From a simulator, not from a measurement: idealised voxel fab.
process module | voxel capacitor over wiring
cross-section cut | 160 nm wide | cells 5 nm
A cross-section is a grid of square cells, given in bands from the top down. A band is one or more rows of cells.
Each band's line starts with the height of the band's top and of its bottom, in nm. Then come its materials from left to right, each with its width in nm. One material with "throughout" fills the band from edge to edge. "air" is empty space.
Height 0 is the level under which the wafer as received is all one material. The lowest band goes on downwards, as in "0 down".
A width such as "30 to 40" changes by the same amount from each row of cells to the next, from the band's top row to its bottom row.
"no change" after a step means that no cell of the cross-section changed.
closed voids: empty space of 8 cells or more with no open way to the top, each as width x height at its distance from the left edge, in nm
after a step's settings: what the simulator itself notes on the step
overlay nm, on a step with a mask: how far to the right of its planned place the mask lay; to the left if negative
plan
1 op RECEIVE | material Si
2 op CONFORMAL_DEP | material SiO2 | thk nm 10
3 op DIRECTIONAL_DEP | material TiN | thk nm 5
4 op DIRECTIONAL_DEP | material Ru | thk nm 25
5 op DIRECTIONAL_DEP | material aC | thk nm 10
6 op PATTERN | tone cover | mask id METAL_1 | material resist | width nm 20 | pitch nm 85 | thk nm 30 | overlay nm 0
7 op DIRECTIONAL_ETCH | etch materials aC | depth nm 10
8 op STRIP | etch materials resist
9 op DIRECTIONAL_ETCH | etch materials Ru | depth nm 25
10 op DIRECTIONAL_ETCH | etch materials TiN | depth nm 5
11 op STRIP | etch materials aC
12 op FILL_DEP | material lowk | thk nm 10
13 op CMP | height nm 40
14 op CONFORMAL_DEP | material SiCN | thk nm 5
15 op DIRECTIONAL_DEP | material lowk | thk nm 15
16 op PATTERN | tone open | mask id PLUG_1 | material resist | width nm 15 | thk nm 15 | overlay nm 0
17 op DIRECTIONAL_ETCH | etch materials lowk | depth nm 15
18 op DIRECTIONAL_ETCH | etch materials SiCN | depth nm 5
19 op STRIP | etch materials resist
20 op EPI | material Ru | thk nm 10
21 op EPI | material Ru | thk nm 10
22 op DIRECTIONAL_DEP | material TiN | thk nm 5
23 op DIRECTIONAL_DEP | material HfO2 | thk nm 5
24 op DIRECTIONAL_DEP | material TiN | thk nm 10
25 op PATTERN | tone cover | mask id UPPER_PLATE | material resist | width nm 70 | thk nm 15 | overlay nm 0
26 op DIRECTIONAL_ETCH | etch materials TiN | depth nm 10
27 op DIRECTIONAL_ETCH | etch materials HfO2 | depth nm 5
28 op STRIP | etch materials resist
29 op DIRECTIONAL_DEP | material aC | thk nm 15
30 op PATTERN | tone cover | mask id LOWER_PLATE | material resist | width nm 80 | thk nm 35 | overlay nm 0
31 op DIRECTIONAL_ETCH | etch materials aC | depth nm 15
32 op STRIP | etch materials resist
33 op DIRECTIONAL_ETCH | etch materials TiN | depth nm 5
34 op STRIP | etch materials aC
35 op FILL_DEP | material SiO2 | thk nm 15
36 op CMP | height nm 90
37 op MASKED_ETCH | tone open | mask id PLUG_2 | width nm 15 | etch materials SiO2 | depth nm 10 | overlay nm 0
38 op CONFORMAL_DEP | material TiN | thk nm 5
39 op FILL_DEP | material Ru | thk nm 10
40 op CMP | height nm 90
41 op CONFORMAL_DEP | material SiCN | thk nm 5
varied across the wafers: width nm of step 16. The plan shows the first wafer's value. All wafers start alike
first wafer as received, after step 1
  0 down: Si throughout
  closed voids: none
each wafer at the end: cells of each material gained (+) or lost (-) since it was received, then its closed voids
width nm 15 | +14 HfO2 | +53 Ru | +61 SiCN | +192 SiO2 | +57 TiN | +231 lowk | closed voids: none
width nm 20 | +14 HfO2 | +57 Ru | +60 SiCN | +192 SiO2 | +57 TiN | +228 lowk | closed voids: none
width nm 25 | +14 HfO2 | +61 Ru | +59 SiCN | +192 SiO2 | +57 TiN | +225 lowk | closed voids: none
width nm 30 | +14 HfO2 | +65 Ru | +58 SiCN | +192 SiO2 | +57 TiN | +222 lowk | closed voids: none
